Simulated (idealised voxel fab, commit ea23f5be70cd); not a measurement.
Presented below is a process module, voxel capacitor over wiring.
The cross-section shown here is cut; it is 295 nm wide and divided into square cells measuring 5 nm on a side.
The cross-sections in this document take the form of a grid made of square cells. They are written out as bands, in order from top to bottom. Each band consists of one or more rows of cells.
It is stipulated that each band's entry specify, in nanometres, the height of the top of the band and then that of its bottom, followed by the materials of the band in left-to-right sequence, each together with its width in nanometres. A single material marked by the word "full width" is understood to fill the band from edge to edge; the word "empty" is understood to denote empty space.
Where do heights start? At 0: under that level the wafer as delivered is made of one material only. And the lowest band has no floor; it just carries on downward, as in "top 0, no bottom".
Quick explanation for "30->40": the width changes in equal steps down the rows of cells, from the first number in the band's top row to the second number in its bottom row.
What does "remains unaltered" mean for a step? It means no cell of the cross-section changed in that step.
Listed in "Unvented voids": every empty space of 8 or more cells without an open way to the top. Form: width x height at distance, the distance being from the left edge, all in nm.
Formally, on a step line, whatever follows the settings is a remark that the simulator itself makes on the step.
overlay nm: how far to the right of its planned place the mask lay on this masked step (negative: to the left).

The process steps that were planned are listed below:
1,RECEIVE (material Si)
2,CONFORMAL_DEP (material SiO2; thk nm 10)
3,DIRECTIONAL_DEP (material TiN; thk nm 5)
4,DIRECTIONAL_DEP (material W; thk nm 20)
5,MASKED_ETCH (tone cover; mask id METAL_1; width nm 30; pitch nm 100; etch materials W; depth nm 20; overlay nm 0)
6,MASKED_ETCH (tone cover; mask id METAL_1; width nm 30; pitch nm 100; etch materials TiN; depth nm 5; overlay nm 0)
7,FILL_DEP (material SiO2; thk nm 5)
8,CMP (height nm 35)
9,CONFORMAL_DEP (material SiCN; thk nm 5)
10,DIRECTIONAL_DEP (material lowk; thk nm 20)
11,MASKED_ETCH (tone open; mask id PLUG_1; width nm 15; etch materials lowk; depth nm 20; overlay nm 0)
12,MASKED_ETCH (tone open; mask id PLUG_1; width nm 15; etch materials SiCN; depth nm 5; overlay nm 0)
13,EPI (material Ru; thk nm 10)
14,EPI (material Ru; thk nm 10)
15,EPI (material Ru; thk nm 5)
16,DIRECTIONAL_DEP (material TiN; thk nm 5)
17,DIRECTIONAL_DEP (material Al2O3; thk nm 5)
18,DIRECTIONAL_DEP (material TiN; thk nm 5)
19,DIRECTIONAL_DEP (material aC; thk nm 15)
20,PATTERN (tone cover; mask id UPPER_PLATE; material resist; width nm 75; thk nm 30; overlay nm 0)
21,DIRECTIONAL_ETCH (etch materials aC; depth nm 15)
22,STRIP (etch materials resist)
23,DIRECTIONAL_ETCH (etch materials TiN; depth nm 5)
24,DIRECTIONAL_ETCH (etch materials Al2O3; depth nm 5)
25,STRIP (etch materials aC)
26,DIRECTIONAL_DEP (material aC; thk nm 10)
27,PATTERN (tone cover; mask id LOWER_PLATE; material resist; width nm 85; thk nm 30; overlay nm 0)
28,DIRECTIONAL_ETCH (etch materials aC; depth nm 10)
29,STRIP (etch materials resist)
30,DIRECTIONAL_ETCH (etch materials TiN; depth nm 5)
31,STRIP (etch materials aC)
32,FILL_DEP (material SiO2; thk nm 20)
33,CMP (height nm 90)
34,PATTERN (tone open; mask id PLUG_2; material resist; width nm 15; thk nm 15; overlay nm 0)
35,DIRECTIONAL_ETCH (etch materials SiO2; depth nm 15)
36,STRIP (etch materials resist)
37,CONFORMAL_DEP (material TiN; thk nm 5)
38,FILL_DEP (material Ru; thk nm 10)
39,CMP (height nm 90)
40,CONFORMAL_DEP (material SiCN; thk nm 5)
Every wafer here starts from the same state; it is the step 9 thk nm that distinguishes them, and the value the plan gives belongs to the first wafer.

Sectional view: first of several wafers, as received, after step 1:
> top 0, no bottom | Si full width
> Unvented voids: none

Once step 40, the last step, is complete, the module is at its end; this is the cross-section of the first of several wafers:
> top 95, bottom 90 | SiCN full width
> top 90, bottom 80 | 105 of SiO2; 5 of TiN; 5 of Ru; 5 of TiN; 175 of SiO2
> top 80, bottom 70 | 105->95 of SiO2; 15->75 of TiN; 175->125 of SiO2
> top 70, bottom 65 | 95 of SiO2; 75 of Al2O3; 125 of SiO2
> top 65, bottom 60 | 90 of SiO2; 85 of TiN; 120 of SiO2
> top 60, bottom 40 | 95 of lowk; 15 of Ru; 185 of lowk
> top 40, bottom 35 | 95 of SiCN; 15 of Ru; 185 of SiCN
> top 35, bottom 15 | 80 of SiO2; 30 of W; 70 of SiO2; 30 of W; 85 of SiO2
> top 15, bottom 10 | 80 of SiO2; 30 of TiN; 70 of SiO2; 30 of TiN; 85 of SiO2
> top 10, bottom 0 | SiO2 full width
> top 0, no bottom | Si full width
> Unvented voids: none

End of module, last wafer sectioned:
> top 95, bottom 90 | SiCN full width
> top 90, bottom 85 | 105 of SiO2; 65 of TiN; 125 of SiO2
> top 85, bottom 80 | 105 of SiO2; 5 of TiN; 60 of Al2O3; 125 of SiO2
> top 80, bottom 75 | 90 of SiO2; 5 of TiN; 10 of SiO2; 70 of TiN; 120 of SiO2
> top 75, bottom 65 | 95 of lowk; 15 of SiO2; 185 of lowk
> top 65, bottom 60 | 95 of lowk; 15 of TiN; 185 of lowk
> top 60, bottom 55 | 95 of lowk; 15 of Al2O3; 185 of lowk
> top 55, bottom 50 | 95 of SiCN; 15 of TiN; 185 of SiCN
> top 50, bottom 35 | SiCN full width
> top 35, bottom 15 | 80 of SiO2; 30 of W; 70 of SiO2; 30 of W; 85 of SiO2
> top 15, bottom 10 | 80 of SiO2; 30 of TiN; 70 of SiO2; 30 of TiN; 85 of SiO2
> top 10, bottom 0 | SiO2 full width
> top 0, no bottom | Si full width
> Unvented voids: none

The table below has one row for each wafer; a row shows, as of the end of the module, how many cells of each material the wafer has gained, marked (+), or lost, marked (-), since it was received, and then the wafer's closed voids:
thk nm 5 | +15 Al2O3 | +17 Ru | +115 SiCN | +651 SiO2 | +51 TiN | +48 W | +224 lowk | Unvented voids: none
thk nm 10 | +15 Al2O3 | +1 Ru | +174 SiCN | +609 SiO2 | +50 TiN | +48 W | +224 lowk | Unvented voids: none
thk nm 15 | +15 Al2O3 | +233 SiCN | +552 SiO2 | +49 TiN | +48 W | +224 lowk | Unvented voids: none
thk nm 20 | +15 Al2O3 | +292 SiCN | +495 SiO2 | +47 TiN | +48 W | +224 lowk | Unvented voids: none
